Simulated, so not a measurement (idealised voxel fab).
You're looking at the process module voxel ribs on slabs.
The cross-section shown here is cut; it is 265 nm wide and divided into square cells measuring 5 nm on a side.
A cross-section is a grid of square cells, given in bands from the top down. A band is one or more rows of cells.
Each band's line starts with the height of the band's top and of its bottom, in nm. Then come its materials from left to right, each with its width in nm. One material with "all across" fills the band from edge to edge. "blank" is empty space.
We count height from 0. Below that, the starting wafer is all one material. The lowest band never ends at the bottom but goes on down; see "0 down" for how that is written.
A width given as "30->40" starts at the first number in the band's top row and ends at the second number in its bottom row, shifting by an equal amount at every step from row to row.
Take "same as before" at face value: in the step it is given for, the cross-section changed in none of its cells.
Empty spaces counting at least 8 cells and having no open way to the top are listed in "Closed void catalog". The notation width x height at distance is used for each, the distance being from the left edge and all three values in nm.
Heads up: the bit after the settings on a step's line is the simulator's remark on that step.
When a step includes a mask, the "overlay nm" setting on its line states how far to the right of its planned place that mask lay, and negative values state how far to the left.
Every pair from here on: before one process step, after it. The after cross-section reaches only to the lowest band that changed. Below the pair: the step in between and its settings. Pairs can belong to different runs of this module on the same starting wafer; a pair carries on from the pair above only if the entry headed "Pre-step snapshot" says so.

Pre-step snapshot:
  0 down: Si all across
  Closed void catalog: none

Post-Process View:
  20 to 0: SiO2 all across
  Below 0, the layers are the same as they were.
  Closed void catalog: none
Formally, the process step situated between the two cross-sections above is DIRECTIONAL_DEP: material SiO2, thk nm 20

Pre-step snapshot: the after view from the pair directly above serves as the before view here.

Post-Process View:
  45 to 20: SiN all across
  Below 20, the layers are the same as they were.
  Closed void catalog: none
Formally, the process step situated between the two cross-sections above is DIRECTIONAL_DEP: material SiN, thk nm 25

Pre-step snapshot: the after view from the pair directly above serves as the before view here.

Post-Process View:
  55 to 45: aC all across
  Below 45, the layers are the same as they were.
  Closed void catalog: none
Formally, the process step situated between the two cross-sections above is DIRECTIONAL_DEP: material aC, thk nm 10

Pre-step snapshot: the after view from the pair directly above serves as the before view here.

Post-Process View:
  80 to 55: blank (120)  resist (25)  blank (120)
  Below 55, the layers are the same as they were.
  Closed void catalog: none
Formally, the process step situated between the two cross-sections above is PATTERN: tone cover, mask id RIB, material resist, width nm 25, thk nm 25, overlay nm 0

Pre-step snapshot: the after view from the pair directly above serves as the before view here.

Post-Process View:
  70 to 55: blank (120)  resist (25)  blank (120)
  55 to 45: blank (120)  aC (25)  blank (120)
  Below 45, the layers are the same as they were.
  Closed void catalog: none
Formally, the process step situated between the two cross-sections above is DIRECTIONAL_ETCH: etch materials aC, depth nm 10

Pre-step snapshot: the after view from the pair directly above serves as the before view here.

Post-Process View:
  55 to 45: blank (120)  aC (25)  blank (120)
  Below 45, the layers are the same as they were.
  Closed void catalog: none
Formally, the process step situated between the two cross-sections above is STRIP: etch materials resist

Pre-step snapshot: the after view from the pair directly above serves as the before view here.

Post-Process View:
  55 to 45: blank (120)  aC (25)  blank (120)
  45 to 25: blank (120)  SiN (25)  blank (120)
  Below 25, the layers are the same as they were.
  Closed void catalog: none
Formally, the process step situated between the two cross-sections above is DIRECTIONAL_ETCH: etch materials SiN, depth nm 20

Pre-step snapshot: the after view from the pair directly above serves as the before view here.

Post-Process View:
  45 to 25: blank (120)  SiN (25)  blank (120)
  Below 25, the layers are the same as they were.
  Closed void catalog: none
Formally, the process step situated between the two cross-sections above is STRIP: etch materials aC

Pre-step snapshot: the after view from the pair directly above serves as the before view here.

Post-Process View:
  45 to 25: blank (120)  SiN (25)  blank (120)
  25 to 20: blank (95)  SiN (75)  blank (95)
  Below 20, the layers are the same as they were.
  Closed void catalog: none
Formally, the process step situated between the two cross-sections above is MASKED_ETCH: tone cover, mask id SLAB, width nm 75, etch materials SiN, depth nm 5, overlay nm 0

Pre-step snapshot: the after view from the pair directly above serves as the before view here.

Post-Process View:
  60 to 45: SiO2 all across
  45 to 25: SiO2 (120)  SiN (25)  SiO2 (120)
  25 to 20: SiO2 (95)  SiN (75)  SiO2 (95)
  Below 20, the layers are the same as they were.
  Closed void catalog: none
Formally, the process step situated between the two cross-sections above is FILL_DEP: material SiO2, thk nm 15

Pre-step snapshot: the after view from the pair directly above serves as the before view here.

Post-Process View:
  55 to 45: SiO2 all across
  Below 45, the layers are the same as they were.
  Closed void catalog: none
Formally, the process step situated between the two cross-sections above is CMP: height nm 55

Pre-step snapshot: the after view from the pair directly above serves as the before view here.

Post-Process View:
  60 to 55: TiN all across
  Below 55, the layers are the same as they were.
  Closed void catalog: none
Formally, the process step situated between the two cross-sections above is DIRECTIONAL_DEP: material TiN, thk nm 5

Pre-step snapshot: the after view from the pair directly above serves as the before view here.

Post-Process View:
  60 to 55: blank (115)  TiN (35)  blank (115)
  Below 55, the layers are the same as they were.
  Closed void catalog: none
Formally, the process step situated between the two cross-sections above is MASKED_ETCH: tone cover, mask id HEATER, width nm 35, etch materials TiN, depth nm 5, overlay nm 0

Pre-step snapshot: the after view from the pair directly above serves as the before view here.

Post-Process View:
  65 to 60: blank (110)  SiO2 (45)  blank (110)
  60 to 55: SiO2 (115)  TiN (35)  SiO2 (115)
  Below 55, the layers are the same as they were.
  Closed void catalog: none
Formally, the process step situated between the two cross-sections above is CONFORMAL_DEP: material SiO2, thk nm 5

Pre-step snapshot:
  20 to 0: SiO2 all across
  0 down: Si all across
  Closed void catalog: none

Post-Process View:
  40 to 0: SiO2 all across
  Below 0, the layers are the same as they were.
  Closed void catalog: none
Formally, the process step situated between the two cross-sections above is DIRECTIONAL_DEP: material SiO2, thk nm 20

Pre-step snapshot: the after view from the pair directly above serves as the before view here.

Post-Process View:
  65 to 40: SiN all across
  Below 40, the layers are the same as they were.
  Closed void catalog: none
Formally, the process step situated between the two cross-sections above is DIRECTIONAL_DEP: material SiN, thk nm 25

Pre-step snapshot: the after view from the pair directly above serves as the before view here.

Post-Process View:
  75 to 65: aC all across
  Below 65, the layers are the same as they were.
  Closed void catalog: none
Formally, the process step situated between the two cross-sections above is DIRECTIONAL_DEP: material aC, thk nm 10

Pre-step snapshot: the after view from the pair directly above serves as the before view here.

Post-Process View:
  100 to 75: blank (120)  resist (25)  blank (120)
  Below 75, the layers are the same as they were.
  Closed void catalog: none
Formally, the process step situated between the two cross-sections above is PATTERN: tone cover, mask id RIB, material resist, width nm 25, thk nm 25, overlay nm 0

Pre-step snapshot: the after view from the pair directly above serves as the before view here.

Post-Process View:
  90 to 75: blank (120)  resist (25)  blank (120)
  75 to 65: blank (120)  aC (25)  blank (120)
  Below 65, the layers are the same as they were.
  Closed void catalog: none
Formally, the process step situated between the two cross-sections above is DIRECTIONAL_ETCH: etch materials aC, depth nm 10

Pre-step snapshot: the after view from the pair directly above serves as the before view here.

Post-Process View:
  75 to 65: blank (120)  aC (25)  blank (120)
  Below 65, the layers are the same as they were.
  Closed void catalog: none
Formally, the process step situated between the two cross-sections above is STRIP: etch materials resist

Pre-step snapshot: the after view from the pair directly above serves as the before view here.

Post-Process View:
  75 to 65: blank (120)  aC (25)  blank (120)
  65 to 45: blank (120)  SiN (25)  blank (120)
  Below 45, the layers are the same as they were.
  Closed void catalog: none
Formally, the process step situated between the two cross-sections above is DIRECTIONAL_ETCH: etch materials SiN, depth nm 20

Pre-step snapshot: the after view from the pair directly above serves as the before view here.

Post-Process View:
  65 to 45: blank (120)  SiN (25)  blank (120)
  Below 45, the layers are the same as they were.
  Closed void catalog: none
Formally, the process step situated between the two cross-sections above is STRIP: etch materials aC

Pre-step snapshot: the after view from the pair directly above serves as the before view here.

Post-Process View:
  65 to 45: blank (120)  SiN (25)  blank (120)
  45 to 40: blank (95)  SiN (75)  blank (95)
  Below 40, the layers are the same as they were.
  Closed void catalog: none
Formally, the process step situated between the two cross-sections above is MASKED_ETCH: tone cover, mask id SLAB, width nm 75, etch materials SiN, depth nm 5, overlay nm 0

Pre-step snapshot: the after view from the pair directly above serves as the before view here.

Post-Process View:
  80 to 65: SiO2 all across
  65 to 45: SiO2 (120)  SiN (25)  SiO2 (120)
  45 to 40: SiO2 (95)  SiN (75)  SiO2 (95)
  Below 40, the layers are the same as they were.
  Closed void catalog: none
Formally, the process step situated between the two cross-sections above is FILL_DEP: material SiO2, thk nm 15

Pre-step snapshot: the after view from the pair directly above serves as the before view here.

Post-Process View:
  55 to 45: SiO2 (120)  SiN (25)  SiO2 (120)
  Below 45, the layers are the same as they were.
  Closed void catalog: none
Formally, the process step situated between the two cross-sections above is CMP: height nm 55

Pre-step snapshot: the after view from the pair directly above serves as the before view here.

Post-Process View:
  60 to 55: TiN all across
  Below 55, the layers are the same as they were.
  Closed void catalog: none
Formally, the process step situated between the two cross-sections above is DIRECTIONAL_DEP: material TiN, thk nm 5

Pre-step snapshot: the after view from the pair directly above serves as the before view here.

Post-Process View:
  60 to 55: blank (115)  TiN (35)  blank (115)
  Below 55, the layers are the same as they were.
  Closed void catalog: none
Formally, the process step situated between the two cross-sections above is MASKED_ETCH: tone cover, mask id HEATER, width nm 35, etch materials TiN, depth nm 5, overlay nm 0

Pre-step snapshot: the after view from the pair directly above serves as the before view here.

Post-Process View:
  65 to 60: blank (110)  SiO2 (45)  blank (110)
  60 to 55: SiO2 (115)  TiN (35)  SiO2 (115)
  Below 55, the layers are the same as they were.
  Closed void catalog: none
Formally, the process step situated between the two cross-sections above is CONFORMAL_DEP: material SiO2, thk nm 5

Pre-step snapshot:
  0 down: Si all across
  Closed void catalog: none

Post-Process View:
  25 to 0: SiN all across
  Below 0, the layers are the same as they were.
  Closed void catalog: none
Formally, the process step situated between the two cross-sections above is DIRECTIONAL_DEP: material SiN, thk nm 25

Pre-step snapshot: the after view from the pair directly above serves as the before view here.

Post-Process View:
  45 to 25: SiO2 all across
  Below 25, the layers are the same as they were.
  Closed void catalog: none
Formally, the process step situated between the two cross-sections above is DIRECTIONAL_DEP: material SiO2, thk nm 20

Pre-step snapshot: the after view from the pair directly above serves as the before view here.

Post-Process View:
  55 to 45: aC all across
  Below 45, the layers are the same as they were.
  Closed void catalog: none
Formally, the process step situated between the two cross-sections above is DIRECTIONAL_DEP: material aC, thk nm 10

Pre-step snapshot: the after view from the pair directly above serves as the before view here.

Post-Process View:
  80 to 55: blank (120)  resist (25)  blank (120)
  Below 55, the layers are the same as they were.
  Closed void catalog: none
Formally, the process step situated between the two cross-sections above is PATTERN: tone cover, mask id RIB, material resist, width nm 25, thk nm 25, overlay nm 0

Pre-step snapshot: the after view from the pair directly above serves as the before view here.

Post-Process View:
  70 to 55: blank (120)  resist (25)  blank (120)
  55 to 45: blank (120)  aC (25)  blank (120)
  Below 45, the layers are the same as they were.
  Closed void catalog: none
Formally, the process step situated between the two cross-sections above is DIRECTIONAL_ETCH: etch materials aC, depth nm 10

Pre-step snapshot: the after view from the pair directly above serves as the before view here.

Post-Process View:
  55 to 45: blank (120)  aC (25)  blank (120)
  Below 45, the layers are the same as they were.
  Closed void catalog: none
Formally, the process step situated between the two cross-sections above is STRIP: etch materials resist

Pre-step snapshot: the after view from the pair directly above serves as the before view here.

Post-Process View:
  45 to 25: SiO2 all across
  Below 25, the layers are the same as they were.
  Closed void catalog: none
Formally, the process step situated between the two cross-sections above is STRIP: etch materials aC

Pre-step snapshot: the after view from the pair directly above serves as the before view here.

Post-Process View:
  60 to 25: SiO2 all across
  Below 25, the layers are the same as they were.
  Closed void catalog: none
Formally, the process step situated between the two cross-sections above is FILL_DEP: material SiO2, thk nm 15

Pre-step snapshot: the after view from the pair directly above serves as the before view here.

Post-Process View:
  55 to 25: SiO2 all across
  Below 25, the layers are the same as they were.
  Closed void catalog: none
Formally, the process step situated between the two cross-sections above is CMP: height nm 55

Pre-step snapshot: the after view from the pair directly above serves as the before view here.

Post-Process View:
  60 to 55: TiN all across
  Below 55, the layers are the same as they were.
  Closed void catalog: none
Formally, the process step situated between the two cross-sections above is DIRECTIONAL_DEP: material TiN, thk nm 5

Pre-step snapshot: the after view from the pair directly above serves as the before view here.

Post-Process View:
  60 to 55: blank (115)  TiN (35)  blank (115)
  Below 55, the layers are the same as they were.
  Closed void catalog: none
Formally, the process step situated between the two cross-sections above is MASKED_ETCH: tone cover, mask id HEATER, width nm 35, etch materials TiN, depth nm 5, overlay nm 0

Pre-step snapshot: the after view from the pair directly above serves as the before view here.

Post-Process View:
  65 to 60: blank (110)  SiO2 (45)  blank (110)
  60 to 55: SiO2 (115)  TiN (35)  SiO2 (115)
  Below 55, the layers are the same as they were.
  Closed void catalog: none
Formally, the process step situated between the two cross-sections above is CONFORMAL_DEP: material SiO2, thk nm 5

Pre-step snapshot:
  60 to 55: blank (115)  TiN (35)  blank (115)
  55 to 45: SiO2 all across
  45 to 25: SiO2 (120)  SiN (25)  SiO2 (120)
  25 to 20: SiO2 (95)  SiN (75)  SiO2 (95)
  20 to 0: SiO2 all across
  0 down: Si all across
  Closed void catalog: none

Post-Process View:
  75 to 70: blank (100)  SiO2 (65)  blank (100)
  70 to 60: SiO2 all across
  60 to 55: SiO2 (115)  TiN (35)  SiO2 (115)
  Below 55, the layers are the same as they were.
  Closed void catalog: none
Formally, the process step situated between the two cross-sections above is CONFORMAL_DEP: material SiO2, thk nm 15

Pre-step snapshot:
  60 to 55: TiN all across
  55 to 45: SiO2 all across
  45 to 25: SiO2 (120)  SiN (25)  SiO2 (120)
  25 to 20: SiO2 (95)  SiN (75)  SiO2 (95)
  20 to 0: SiO2 all across
  0 down: Si all across
  Closed void catalog: none

Post-Process View:
  60 to 55: blank (120)  TiN (30)  blank (115)
  Below 55, the layers are the same as they were.
  Closed void catalog: none
Formally, the process step situated between the two cross-sections above is MASKED_ETCH: tone cover, mask id HEATER, width nm 30, etch materials TiN, depth nm 5, overlay nm 0

Pre-step snapshot: the after view from the pair directly above serves as the before view here.

Post-Process View:
  65 to 60: blank (115)  SiO2 (40)  blank (110)
  60 to 55: SiO2 (120)  TiN (30)  SiO2 (115)
  Below 55, the layers are the same as they were.
  Closed void catalog: none
Formally, the process step situated between the two cross-sections above is CONFORMAL_DEP: material SiO2, thk nm 5

Pre-step snapshot:
  55 to 45: aC all across
  45 to 20: SiN all across
  20 to 0: SiO2 all across
  0 down: Si all across
  Closed void catalog: none

Post-Process View:
  80 to 55: blank (130)  resist (25)  blank (110)
  Below 55, the layers are the same as they were.
  Closed void catalog: none
Formally, the process step situated between the two cross-sections above is PATTERN: tone cover, mask id RIB, material resist, width nm 25, thk nm 25, overlay nm 10

Pre-step snapshot: the after view from the pair directly above serves as the before view here.

Post-Process View:
  70 to 55: blank (130)  resist (25)  blank (110)
  55 to 45: blank (130)  aC (25)  blank (110)
  Below 45, the layers are the same as they were.
  Closed void catalog: none
Formally, the process step situated between the two cross-sections above is DIRECTIONAL_ETCH: etch materials aC, depth nm 10

Pre-step snapshot: the after view from the pair directly above serves as the before view here.

Post-Process View:
  55 to 45: blank (130)  aC (25)  blank (110)
  Below 45, the layers are the same as they were.
  Closed void catalog: none
Formally, the process step situated between the two cross-sections above is STRIP: etch materials resist

Pre-step snapshot: the after view from the pair directly above serves as the before view here.

Post-Process View:
  55 to 45: blank (130)  aC (25)  blank (110)
  45 to 25: blank (130)  SiN (25)  blank (110)
  Below 25, the layers are the same as they were.
  Closed void catalog: none
Formally, the process step situated between the two cross-sections above is DIRECTIONAL_ETCH: etch materials SiN, depth nm 20

Pre-step snapshot: the after view from the pair directly above serves as the before view here.

Post-Process View:
  45 to 25: blank (130)  SiN (25)  blank (110)
  Below 25, the layers are the same as they were.
  Closed void catalog: none
Formally, the process step situated between the two cross-sections above is STRIP: etch materials aC

Pre-step snapshot: the after view from the pair directly above serves as the before view here.

Post-Process View:
  45 to 25: blank (130)  SiN (25)  blank (110)
  25 to 20: blank (95)  SiN (75)  blank (95)
  Below 20, the layers are the same as they were.
  Closed void catalog: none
Formally, the process step situated between the two cross-sections above is MASKED_ETCH: tone cover, mask id SLAB, width nm 75, etch materials SiN, depth nm 5, overlay nm 0

Pre-step snapshot: the after view from the pair directly above serves as the before view here.

Post-Process View:
  60 to 45: SiO2 all across
  45 to 25: SiO2 (130)  SiN (25)  SiO2 (110)
  25 to 20: SiO2 (95)  SiN (75)  SiO2 (95)
  Below 20, the layers are the same as they were.
  Closed void catalog: none
Formally, the process step situated between the two cross-sections above is FILL_DEP: material SiO2, thk nm 15

Pre-step snapshot: the after view from the pair directly above serves as the before view here.

Post-Process View:
  55 to 45: SiO2 all across
  Below 45, the layers are the same as they were.
  Closed void catalog: none
Formally, the process step situated between the two cross-sections above is CMP: height nm 55

Pre-step snapshot: the after view from the pair directly above serves as the before view here.

Post-Process View:
  60 to 55: TiN all across
  Below 55, the layers are the same as they were.
  Closed void catalog: none
Formally, the process step situated between the two cross-sections above is DIRECTIONAL_DEP: material TiN, thk nm 5

Pre-step snapshot: the after view from the pair directly above serves as the before view here.

Post-Process View:
  60 to 55: blank (115)  TiN (35)  blank (115)
  Below 55, the layers are the same as they were.
  Closed void catalog: none
Formally, the process step situated between the two cross-sections above is MASKED_ETCH: tone cover, mask id HEATER, width nm 35, etch materials TiN, depth nm 5, overlay nm 0

Pre-step snapshot: the after view from the pair directly above serves as the before view here.

Post-Process View:
  65 to 60: blank (110)  SiO2 (45)  blank (110)
  60 to 55: SiO2 (115)  TiN (35)  SiO2 (115)
  Below 55, the layers are the same as they were.
  Closed void catalog: none
Formally, the process step situated between the two cross-sections above is CONFORMAL_DEP: material SiO2, thk nm 5

Pre-step snapshot:
  20 to 0: SiO2 all across
  0 down: Si all across
  Closed void catalog: none

Post-Process View:
  45 to 20: TiN all across
  Below 20, the layers are the same as they were.
  Closed void catalog: none
Formally, the process step situated between the two cross-sections above is DIRECTIONAL_DEP: material TiN, thk nm 25

Pre-step snapshot: the after view from the pair directly above serves as the before view here.

Post-Process View:
  55 to 45: aC all across
  Below 45, the layers are the same as they were.
  Closed void catalog: none
Formally, the process step situated between the two cross-sections above is DIRECTIONAL_DEP: material aC, thk nm 10

Pre-step snapshot: the after view from the pair directly above serves as the before view here.

Post-Process View:
  80 to 55: blank (120)  resist (25)  blank (120)
  Below 55, the layers are the same as they were.
  Closed void catalog: none
Formally, the process step situated between the two cross-sections above is PATTERN: tone cover, mask id RIB, material resist, width nm 25, thk nm 25, overlay nm 0

Pre-step snapshot: the after view from the pair directly above serves as the before view here.

Post-Process View:
  70 to 55: blank (120)  resist (25)  blank (120)
  55 to 45: blank (120)  aC (25)  blank (120)
  Below 45, the layers are the same as they were.
  Closed void catalog: none
Formally, the process step situated between the two cross-sections above is DIRECTIONAL_ETCH: etch materials aC, depth nm 10

Pre-step snapshot: the after view from the pair directly above serves as the before view here.

Post-Process View:
  55 to 45: blank (120)  aC (25)  blank (120)
  Below 45, the layers are the same as they were.
  Closed void catalog: none
Formally, the process step situated between the two cross-sections above is STRIP: etch materials resist

Pre-step snapshot: the after view from the pair directly above serves as the before view here.

Post-Process View:
  45 to 20: TiN all across
  Below 20, the layers are the same as they were.
  Closed void catalog: none
Formally, the process step situated between the two cross-sections above is STRIP: etch materials aC

Pre-step snapshot: the after view from the pair directly above serves as the before view here.

Post-Process View:
  60 to 45: SiO2 all across
  Below 45, the layers are the same as they were.
  Closed void catalog: none
Formally, the process step situated between the two cross-sections above is FILL_DEP: material SiO2, thk nm 15

Pre-step snapshot: the after view from the pair directly above serves as the before view here.

Post-Process View:
  55 to 45: SiO2 all across
  Below 45, the layers are the same as they were.
  Closed void catalog: none
Formally, the process step situated between the two cross-sections above is CMP: height nm 55

Pre-step snapshot: the after view from the pair directly above serves as the before view here.

Post-Process View:
  60 to 55: TiN all across
  Below 55, the layers are the same as they were.
  Closed void catalog: none
Formally, the process step situated between the two cross-sections above is DIRECTIONAL_DEP: material TiN, thk nm 5

Pre-step snapshot: the after view from the pair directly above serves as the before view here.

Post-Process View:
  60 to 55: blank (115)  TiN (35)  blank (115)
  Below 55, the layers are the same as they were.
  Closed void catalog: none
Formally, the process step situated between the two cross-sections above is MASKED_ETCH: tone cover, mask id HEATER, width nm 35, etch materials TiN, depth nm 5, overlay nm 0

Pre-step snapshot: the after view from the pair directly above serves as the before view here.

Post-Process View:
  65 to 60: blank (110)  SiO2 (45)  blank (110)
  60 to 55: SiO2 (115)  TiN (35)  SiO2 (115)
  Below 55, the layers are the same as they were.
  Closed void catalog: none
Formally, the process step situated between the two cross-sections above is CONFORMAL_DEP: material SiO2, thk nm 5

Pre-step snapshot:
  55 to 45: aC all across
  45 to 20: SiN all across
  20 to 0: SiO2 all across
  0 down: Si all across
  Closed void catalog: none

Post-Process View:
  80 to 55: resist (120)  blank (25)  resist (120)
  Below 55, the layers are the same as they were.
  Closed void catalog: none
Formally, the process step situated between the two cross-sections above is PATTERN: tone open, mask id RIB, material resist, width nm 25, thk nm 25, overlay nm 0

Pre-step snapshot: the after view from the pair directly above serves as the before view here.

Post-Process View:
  70 to 55: resist (120)  blank (25)  resist (120)
  55 to 45: aC (120)  blank (25)  aC (120)
  Below 45, the layers are the same as they were.
  Closed void catalog: none
Formally, the process step situated between the two cross-sections above is DIRECTIONAL_ETCH: etch materials aC, depth nm 10

Pre-step snapshot: the after view from the pair directly above serves as the before view here.

Post-Process View:
  55 to 45: aC (120)  blank (25)  aC (120)
  Below 45, the layers are the same as they were.
  Closed void catalog: none
Formally, the process step situated between the two cross-sections above is STRIP: etch materials resist

Pre-step snapshot: the after view from the pair directly above serves as the before view here.

Post-Process View:
  55 to 45: aC (120)  blank (25)  aC (120)
  45 to 25: SiN (120)  blank (25)  SiN (120)
  Below 25, the layers are the same as they were.
  Closed void catalog: none
Formally, the process step situated between the two cross-sections above is DIRECTIONAL_ETCH: etch materials SiN, depth nm 20

Pre-step snapshot: the after view from the pair directly above serves as the before view here.

Post-Process View:
  45 to 25: SiN (120)  blank (25)  SiN (120)
  Below 25, the layers are the same as they were.
  Closed void catalog: none
Formally, the process step situated between the two cross-sections above is STRIP: etch materials aC

Pre-step snapshot: the after view from the pair directly above serves as the before view here.

Post-Process View:
  45 to 40: blank (95)  SiN (25)  blank (25)  SiN (25)  blank (95)
  Below 40, the layers are the same as they were.
  Closed void catalog: none
Formally, the process step situated between the two cross-sections above is MASKED_ETCH: tone cover, mask id SLAB, width nm 75, etch materials SiN, depth nm 5, overlay nm 0

Pre-step snapshot: the after view from the pair directly above serves as the before view here.

Post-Process View:
  60 to 45: SiO2 all across
  45 to 40: SiO2 (95)  SiN (25)  SiO2 (25)  SiN (25)  SiO2 (95)
  40 to 25: SiN (120)  SiO2 (25)  SiN (120)
  Below 25, the layers are the same as they were.
  Closed void catalog: none
Formally, the process step situated between the two cross-sections above is FILL_DEP: material SiO2, thk nm 15

Pre-step snapshot: the after view from the pair directly above serves as the before view here.

Post-Process View:
  55 to 45: SiO2 all across
  Below 45, the layers are the same as they were.
  Closed void catalog: none
Formally, the process step situated between the two cross-sections above is CMP: height nm 55

Pre-step snapshot: the after view from the pair directly above serves as the before view here.

Post-Process View:
  60 to 55: TiN all across
  Below 55, the layers are the same as they were.
  Closed void catalog: none
Formally, the process step situated between the two cross-sections above is DIRECTIONAL_DEP: material TiN, thk nm 5

Pre-step snapshot: the after view from the pair directly above serves as the before view here.

Post-Process View:
  60 to 55: blank (115)  TiN (35)  blank (115)
  Below 55, the layers are the same as they were.
  Closed void catalog: none
Formally, the process step situated between the two cross-sections above is MASKED_ETCH: tone cover, mask id HEATER, width nm 35, etch materials TiN, depth nm 5, overlay nm 0

Pre-step snapshot: the after view from the pair directly above serves as the before view here.

Post-Process View:
  65 to 60: blank (110)  SiO2 (45)  blank (110)
  60 to 55: SiO2 (115)  TiN (35)  SiO2 (115)
  Below 55, the layers are the same as they were.
  Closed void catalog: none
Formally, the process step situated between the two cross-sections above is CONFORMAL_DEP: material SiO2, thk nm 5
